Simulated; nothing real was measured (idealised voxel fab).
A process module follows: voxel double patterning.
The cross-section on display is named cut; it measures 250 nm wide, and its cells are 5 nm squares.
Format of a cross-section: grid, square cells. Given as bands. Order: top down. Band: one or more rows of cells.
Quick guide to a band line: top height, bottom height (nm) up front; then every material left to right with its width in nm. Only one material and it's marked "edge to edge"? Then it fills the band edge to edge. And "blank" just means empty space.
Heights are expressed relative to 0, this being the level below which the as-received wafer comprises one material exclusively. The lowest band is unbounded in the downward direction and is denoted as in "0 and below".
Graded width ("30->40"): value in top row of band = first number; value in bottom row = second number; row-to-row change constant.
"identical to before" means the step left every cell of the cross-section as it was.
Enclosed voids (no open way to top), threshold 8 cells or more, entry "Enclosed void list", notation width x height at distance, distance from left edge, nm.
What comes after the settings on a step's line is commentary from the simulator itself on that step.
overlay nm: mask right of planned place by this much (step with mask). Neg. = left.
-- Listed below are the process steps as planned
1. RECEIVE [material Si]
2. CONFORMAL_DEP [material SiN] [thk nm 5]
3. DIRECTIONAL_DEP [material SiO2] [thk nm 20]
4. DIRECTIONAL_DEP [material SiCN] [thk nm 10]
5. DIRECTIONAL_DEP [material aC] [thk nm 15]
6. PATTERN [tone open] [mask id FIRST] [material resist] [width nm 15] [pitch nm 50] [thk nm 35] [overlay nm 0]
7. DIRECTIONAL_ETCH [etch materials aC] [depth nm 15]
8. STRIP [etch materials resist]
9. DIRECTIONAL_ETCH [etch materials SiCN] [depth nm 10]
10. STRIP [etch materials aC]
11. MASKED_ETCH [tone open] [mask id SECOND] [width nm 15] [etch materials SiCN] [depth nm 10] [overlay nm 0]
12. DIRECTIONAL_ETCH [etch materials SiO2] [depth nm 20]
13. STRIP [etch materials SiCN]
-- This is the cross-section of the wafer as we received it, i.e. after step 1
0 and below = Si edge to edge
Enclosed void list: none
-- The module was run from the start shown above using the plan shown above, but one mistake was made doing it; the resulting wafer cross-section is below
45 down to 25 = 90 of SiO2, then 15 of blank, then 10 of SiO2, then 15 of blank, then 10 of SiO2, then 15 of blank, then 95 of SiO2
25 down to 5 = SiO2 edge to edge
5 down to 0 = SiN edge to edge
0 and below = Si edge to edge
Enclosed void list: none
Here's what went sideways: yeah, plan step 3 got run twice
